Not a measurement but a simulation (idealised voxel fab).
Herein follows the process module entitled voxel lift off.
Section cut is 270 nm wide and gridded with 5 nm square cells.
Reading order for cross-sections: top band down to bottom band. Underlying form: a grid of square cells. Band size: one or more rows of cells.
In this notation a band is specified by the heights of its top and bottom, in that order and in nm, after which its materials appear from left to right, each paired with its width in nm. The word "everywhere" attached to a single material means that material fills the band from edge to edge; the word "air" stands for empty space.
Basically, 0 is our baseline, since under it the wafer straight out of the box is all one material. The bottom band has no lower end and keeps on going down, so it looks like "z 0 and below".
Width: "30->40" (first number = top row, second number = bottom row, same change from row to row of cells).
"no change" for a step: no cell of the cross-section changed in that step.
"Closed internal voids" means: voids of 8 cells or more that are shut off from the top with no open way through. Written width x height at distance, distance from the left edge, in nm.
Heads up: the bit after the settings on a step's line is the simulator's remark on that step.
You can add "overlay nm" to a step's line. For a step with a mask, it describes how far the mask lay to the right of its planned position, and a negative number describes a lay to the left.
These are the steps we planned for the process
| 1 | RECEIVE,material Si |
| 2 | CONFORMAL_DEP,material SiO2,thk nm 5 |
| 3 | PATTERN,tone open,mask id LINES,material resist,width nm 15,pitch nm 45,thk nm 30,overlay nm 0 |
| 4 | DIRECTIONAL_DEP,material Ru,thk nm 15 |
| 5 | STRIP,etch materials resist |
| 6 | CONFORMAL_DEP,material SiCN,thk nm 5 |
First out of two wafers; run went to plan
Cross-section of the incoming wafer, state after step 1
- z 0 and below  Si everywhere
- Closed internal voids: none
Sectional view: wafer, after step 2
- z 5 to 0  SiO2 everywhere
- Whatever lies below 0 is exactly as it was before.
Sectional view: wafer, after step 3
- z 35 to 5  resist=80; air=15; resist=30; air=15; resist=30; air=15; resist=85
- Whatever lies below 5 is exactly as it was before.
Sectional view: wafer, after step 4
- z 50 to 35  Ru=80; air=15; Ru=30; air=15; Ru=30; air=15; Ru=85
- z 35 to 20  resist=80; air=15; resist=30; air=15; resist=30; air=15; resist=85
- z 20 to 5  resist=80; Ru=15; resist=30; Ru=15; resist=30; Ru=15; resist=85
- Whatever lies below 5 is exactly as it was before.
Sectional view: wafer, after step 5
- z 20 to 5  air=80; Ru=15; air=30; Ru=15; air=30; Ru=15; air=85
- Whatever lies below 5 is exactly as it was before.
Sectional view: wafer, after step 6
- z 25 to 20  air=75; SiCN=25; air=20; SiCN=25; air=20; SiCN=25; air=80
- z 20 to 10  air=75; SiCN=5; Ru=15; SiCN=5; air=20; SiCN=5; Ru=15; SiCN=5; air=20; SiCN=5; Ru=15; SiCN=5; air=80
- z 10 to 5  SiCN=80; Ru=15; SiCN=30; Ru=15; SiCN=30; Ru=15; SiCN=85
- Whatever lies below 5 is exactly as it was before.
For the second wafer, take the first wafer's start and plan, then add one mistake made in running it; everything through step 3, that step included, is shared with the first
Second wafer, cross-section, planned end of step 4
- z 50 to 35  SiCN=80; air=15; SiCN=30; air=15; SiCN=30; air=15; SiCN=85
- z 35 to 20  resist=80; air=15; resist=30; air=15; resist=30; air=15; resist=85
- z 20 to 5  resist=80; SiCN=15; resist=30; SiCN=15; resist=30; SiCN=15; resist=85
- Whatever lies below 5 is exactly as it was before.
Second wafer, cross-section, planned end of step 5
- z 20 to 5  air=80; SiCN=15; air=30; SiCN=15; air=30; SiCN=15; air=85
- Whatever lies below 5 is exactly as it was before.
Second wafer, cross-section, planned end of step 6
- z 25 to 10  air=75; SiCN=25; air=20; SiCN=25; air=20; SiCN=25; air=80
- z 10 to 5  SiCN everywhere
- Whatever lies below 5 is exactly as it was before.
So what did we get wrong on this run? step 4 ran differently from the plan; actual operation with settings: DIRECTIONAL_DEP,material SiCN,thk nm 15
At the finish, the second wafer shows more or fewer cells for some materials than the first does: Ru: 27 fewer; SiCN: 27 more
